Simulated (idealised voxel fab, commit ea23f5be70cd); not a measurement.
process module | voxel self aligned vias
cross-section cut | 265 nm wide | cells 5 nm
A cross-section is a grid of square cells, given in bands from the top down. A band is one or more rows of cells.
Each band's line starts with the height of the band's top and of its bottom, in nm. Then come its materials from left to right, each with its width in nm. One material with "throughout" fills the band from edge to edge. "air" is empty space.
Height 0 is the level under which the wafer as received is all one material. The lowest band goes on downwards, as in "0 down".
A width such as "30 to 40" changes by the same amount from each row of cells to the next, from the band's top row to its bottom row.
"no change" after a step means that no cell of the cross-section changed.
closed voids: empty space of 8 cells or more with no open way to the top, each as width x height at its distance from the left edge, in nm
after a step's settings: what the simulator itself notes on the step
overlay nm, on a step with a mask: how far to the right of its planned place the mask lay; to the left if negative
plan
1 op RECEIVE | material Si
2 op CONFORMAL_DEP | material SiO2 | thk nm 15
3 op CONFORMAL_DEP | material SiCN | thk nm 5
4 op DIRECTIONAL_DEP | material lowk | thk nm 30
5 op MASKED_ETCH | tone open | mask id LINES | width nm 25 | pitch nm 75 | etch materials lowk | depth nm 30 | overlay nm 0
6 op CONFORMAL_DEP | material TiN | thk nm 5
7 op FILL_DEP | material Ru | thk nm 10
8 op CMP | height nm 50
9 op SELECTIVE_ETCH | etch materials W Ru TiN | depth nm 5
10 op FILL_DEP | material SiN | thk nm 10
11 op CMP | height nm 50
12 op DIRECTIONAL_DEP | material lowk | thk nm 20
13 op PATTERN | tone open | mask id VIAS | material resist | width nm 45 | thk nm 20 | overlay nm 0
14 op DIRECTIONAL_ETCH | etch materials lowk | depth nm 20
15 op DIRECTIONAL_ETCH | etch materials SiN | depth nm 5
16 op STRIP | etch materials resist
17 op CONFORMAL_DEP | material TiN | thk nm 5
18 op FILL_DEP | material W | thk nm 10
19 op CMP | height nm 70
20 op CONFORMAL_DEP | material SiN | thk nm 5
first wafer, as planned
as received, after step 1
  0 down: Si throughout
  closed voids: none
after step 2
  15 to 0: SiO2 throughout
  below 0: unchanged
after step 3
  20 to 15: SiCN throughout
  below 15: unchanged
after step 4
  50 to 20: lowk throughout
  below 20: unchanged
after step 5
  50 to 20: lowk 80 | air 25 | lowk 50 | air 25 | lowk 85
  below 20: unchanged
after step 6
  55 to 50: TiN 85 | air 15 | TiN 60 | air 15 | TiN 90
  50 to 25: lowk 80 | TiN 5 | air 15 | TiN 5 | lowk 50 | TiN 5 | air 15 | TiN 5 | lowk 85
  25 to 20: lowk 80 | TiN 25 | lowk 50 | TiN 25 | lowk 85
  below 20: unchanged
after step 7
  65 to 55: Ru throughout
  55 to 50: TiN 85 | Ru 15 | TiN 60 | Ru 15 | TiN 90
  50 to 25: lowk 80 | TiN 5 | Ru 15 | TiN 5 | lowk 50 | TiN 5 | Ru 15 | TiN 5 | lowk 85
  below 25: unchanged
after step 8
  50 to 25: lowk 80 | TiN 5 | Ru 15 | TiN 5 | lowk 50 | TiN 5 | Ru 15 | TiN 5 | lowk 85
  below 25: unchanged
after step 9
  50 to 45: lowk 80 | air 25 | lowk 50 | air 25 | lowk 85
  below 45: unchanged
after step 10
  60 to 50: SiN throughout
  50 to 45: lowk 80 | SiN 25 | lowk 50 | SiN 25 | lowk 85
  below 45: unchanged
after step 11
  50 to 45: lowk 80 | SiN 25 | lowk 50 | SiN 25 | lowk 85
  below 45: unchanged
after step 12
  70 to 50: lowk throughout
  below 50: unchanged
after step 13
  90 to 70: resist 70 | air 45 | resist 150
  below 70: unchanged
after step 14
  90 to 70: resist 70 | air 45 | resist 150
  70 to 50: lowk 70 | air 45 | lowk 150
  below 50: unchanged
after step 15
  90 to 70: resist 70 | air 45 | resist 150
  70 to 50: lowk 70 | air 45 | lowk 150
  50 to 45: lowk 80 | air 25 | lowk 50 | SiN 25 | lowk 85
  below 45: unchanged
after step 16
  70 to 50: lowk 70 | air 45 | lowk 150
  below 50: unchanged
after step 17
  75 to 70: TiN 75 | air 35 | TiN 155
  70 to 55: lowk 70 | TiN 5 | air 35 | TiN 5 | lowk 150
  55 to 50: lowk 70 | TiN 15 | air 15 | TiN 15 | lowk 150
  50 to 45: lowk 80 | TiN 25 | lowk 50 | SiN 25 | lowk 85
  below 45: unchanged
after step 18
  85 to 75: W throughout
  75 to 70: TiN 75 | W 35 | TiN 155
  70 to 55: lowk 70 | TiN 5 | W 35 | TiN 5 | lowk 150
  55 to 50: lowk 70 | TiN 15 | W 15 | TiN 15 | lowk 150
  below 50: unchanged
after step 19
  70 to 55: lowk 70 | TiN 5 | W 35 | TiN 5 | lowk 150
  below 55: unchanged
after step 20
  75 to 70: SiN throughout
  below 70: unchanged
second wafer: like start, like plan, one mistake. Through step 4 it matches the first wafer
when step 5 should have ended
  50 to 20: air 80 | lowk 25 | air 50 | lowk 25 | air 85
  below 20: unchanged
when step 6 should have ended
  55 to 50: air 75 | TiN 35 | air 40 | TiN 35 | air 80
  50 to 25: air 75 | TiN 5 | lowk 25 | TiN 5 | air 40 | TiN 5 | lowk 25 | TiN 5 | air 80
  25 to 20: TiN 80 | lowk 25 | TiN 50 | lowk 25 | TiN 85
  below 20: unchanged
when step 7 should have ended
  65 to 55: Ru throughout
  55 to 50: Ru 75 | TiN 35 | Ru 40 | TiN 35 | Ru 80
  50 to 25: Ru 75 | TiN 5 | lowk 25 | TiN 5 | Ru 40 | TiN 5 | lowk 25 | TiN 5 | Ru 80
  below 25: unchanged
when step 8 should have ended
  50 to 25: Ru 75 | TiN 5 | lowk 25 | TiN 5 | Ru 40 | TiN 5 | lowk 25 | TiN 5 | Ru 80
  below 25: unchanged
when step 9 should have ended
  50 to 45: air 80 | lowk 25 | air 50 | lowk 25 | air 85
  below 45: unchanged
when step 10 should have ended
  60 to 50: SiN throughout
  50 to 45: SiN 80 | lowk 25 | SiN 50 | lowk 25 | SiN 85
  below 45: unchanged
when step 11 should have ended
  50 to 45: SiN 80 | lowk 25 | SiN 50 | lowk 25 | SiN 85
  below 45: unchanged
when step 12 should have ended
  70 to 50: lowk throughout
  below 50: unchanged
when step 13 should have ended
  90 to 70: resist 70 | air 45 | resist 150
  below 70: unchanged
when step 14 should have ended
  90 to 70: resist 70 | air 45 | resist 150
  70 to 50: lowk 70 | air 45 | lowk 150
  below 50: unchanged
when step 15 should have ended
  90 to 70: resist 70 | air 45 | resist 150
  70 to 50: lowk 70 | air 45 | lowk 150
  50 to 45: SiN 70 | air 10 | lowk 25 | air 10 | SiN 40 | lowk 25 | SiN 85
  below 45: unchanged
when step 16 should have ended
  70 to 50: lowk 70 | air 45 | lowk 150
  below 50: unchanged
when step 17 should have ended
  75 to 70: TiN 75 | air 35 | TiN 155
  70 to 55: lowk 70 | TiN 5 | air 35 | TiN 5 | lowk 150
  55 to 50: lowk 70 | TiN 45 | lowk 150
  50 to 45: SiN 70 | TiN 10 | lowk 25 | TiN 10 | SiN 40 | lowk 25 | SiN 85
  below 45: unchanged
when step 18 should have ended
  85 to 75: W throughout
  75 to 70: TiN 75 | W 35 | TiN 155
  70 to 55: lowk 70 | TiN 5 | W 35 | TiN 5 | lowk 150
  below 55: unchanged
when step 19 should have ended
  70 to 55: lowk 70 | TiN 5 | W 35 | TiN 5 | lowk 150
  below 55: unchanged
when step 20 should have ended
  75 to 70: SiN throughout
  below 70: unchanged
what went wrong: step 5 ran as: op MASKED_ETCH | tone cover | mask id LINES | width nm 25 | pitch nm 75 | etch materials lowk | depth nm 30 | overlay nm 0
at the end the second wafer has, in cells: 132 more of Ru | 34 more of SiN | 35 more of TiN | 3 fewer of W | 198 fewer of lowk
